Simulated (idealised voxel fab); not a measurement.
The following process module bears the name voxel self aligned contacts.
It is cross-section cut that appears here, measuring 220 nm in width, its square cells being 5 nm in size.
We lay out every cross-section as a grid of square cells and spell it out in bands from the top down, where one band means one or more rows of cells. Top, bottom (nm), then materials left to right with widths (nm); lone material tagged "throughout" fills the whole band edge to edge; "air" = empty space. Beneath 0, the wafer as received is one material, and that level is where height counting begins. The lowest band goes on downward without a bottom; it is written like "z 0 and below". Top row gets the first number, bottom row gets the second, and each row in between changes by the same step: that is how a band width like "30..40" works. Key: "nothing was modified" - step with no changed cell in the cross-section. "Enclosed cavity list" specifies each empty space that is not open to the top and that occupies no fewer than 8 cells, using the form width x height at distance, the distance measured from the left edge and all three quantities in nm. Formally, on a step line, whatever follows the settings is a remark that the simulator itself makes on the step. overlay nm: where the mask lay relative to plan, measured to the right, on steps with a mask; negatives go left.
**The process steps that were planned are listed below**
- 1: RECEIVE, material Si
- 2: CONFORMAL_DEP, material SiO2, thk nm 5
- 3: DIRECTIONAL_DEP, material polySi, thk nm 30
- 4: DIRECTIONAL_DEP, material SiN, thk nm 15
- 5: PATTERN, tone cover, mask id GATE, material resist, width nm 25, pitch nm 55, thk nm 20, overlay nm 0
- 6: DIRECTIONAL_ETCH, etch materials SiN, depth nm 15
- 7: DIRECTIONAL_ETCH, etch materials polySi, depth nm 30
- 8: STRIP, etch materials resist
- 9: CONFORMAL_DEP, material SiN, thk nm 5
- 10: DIRECTIONAL_ETCH, etch materials SiN, depth nm 5
- 11: FILL_DEP, material SiO2, thk nm 10
- 12: CMP, height nm 55
- 13: PATTERN, tone open, mask id CONTACT, material resist, width nm 40, pitch nm 55, thk nm 20, overlay nm -15
- 14: DIRECTIONAL_ETCH, etch materials SiO2, depth nm 55
- 15: STRIP, etch materials resist
- 16: CONFORMAL_DEP, material TiN, thk nm 5
- 17: FILL_DEP, material W, thk nm 5
- 18: CMP, height nm 55
- 19: CONFORMAL_DEP, material SiCN, thk nm 5
The value of overlay nm given for step 13 in the plan refers to the first wafer; the wafers vary in this setting and are alike at the start.
**So this is the first of several wafers, cross-sectioned as it came to us, meaning it's at the end of step 1**
- z 0 and below  Si throughout
- Enclosed cavity list: none
**The figure below presents a cross-section of the first of several wafers at the conclusion of the module, following its last step, step 19**
- z 60 to 55  SiCN throughout
- z 55 to 50  SiO2=45, TiN=30, W=5, TiN=5, SiO2=15, TiN=30, W=5, TiN=5, SiO2=80
- z 50 to 35  SiO2=35, SiN=35, TiN=5, W=5, TiN=5, SiO2=5, SiN=35, TiN=5, W=5, TiN=5, SiO2=5, SiN=35, SiO2=40
- z 35 to 5  SiO2=35, SiN=5, polySi=25, SiN=5, TiN=5, W=5, TiN=5, SiO2=5, SiN=5, polySi=25, SiN=5, TiN=5, W=5, TiN=5, SiO2=5, SiN=5, polySi=25, SiN=5, SiO2=40
- z 5 to 0  SiO2=70, TiN=15, SiO2=40, TiN=15, SiO2=80
- z 0 and below  Si throughout
- Enclosed cavity list: none
**X-section, last wafer, module end**
- z 60 to 55  SiCN throughout
- z 55 to 50  SiO2=75, TiN=5, W=5, TiN=30, SiO2=15, TiN=5, W=5, TiN=30, SiO2=50
- z 50 to 35  SiO2=35, SiN=35, SiO2=5, TiN=5, W=5, TiN=5, SiN=35, SiO2=5, TiN=5, W=5, TiN=5, SiN=35, SiO2=40
- z 35 to 5  SiO2=35, SiN=5, polySi=25, SiN=5, SiO2=5, TiN=5, W=5, TiN=5, SiN=5, polySi=25, SiN=5, SiO2=5, TiN=5, W=5, TiN=5, SiN=5, polySi=25, SiN=5, SiO2=40
- z 5 to 0  SiO2=75, TiN=15, SiO2=40, TiN=15, SiO2=75
- z 0 and below  Si throughout
- Enclosed cavity list: none
**Tabulated below, wafer by wafer, are the end-of-module results: for each material, the number of cells gained (+) or lost (-) relative to the as-received state, followed by the closed voids**
overlay nm -15 | +44 SiCN | +99 SiN | +219 SiO2 | +56 TiN | +20 W | +90 polySi | Enclosed cavity list: none
overlay nm -10 | +44 SiCN | +99 SiN | +199 SiO2 | +56 TiN | +40 W | +90 polySi | Enclosed cavity list: none
overlay nm -5 | +44 SiCN | +99 SiN | +199 SiO2 | +56 TiN | +40 W | +90 polySi | Enclosed cavity list: none
overlay nm 0 | +44 SiCN | +99 SiN | +199 SiO2 | +56 TiN | +40 W | +90 polySi | Enclosed cavity list: none
overlay nm 5 | +44 SiCN | +99 SiN | +199 SiO2 | +56 TiN | +40 W | +90 polySi | Enclosed cavity list: none
overlay nm 10 | +44 SiCN | +99 SiN | +199 SiO2 | +56 TiN | +40 W | +90 polySi | Enclosed cavity list: none
overlay nm 15 | +44 SiCN | +99 SiN | +219 SiO2 | +56 TiN | +20 W | +90 polySi | Enclosed cavity list: none
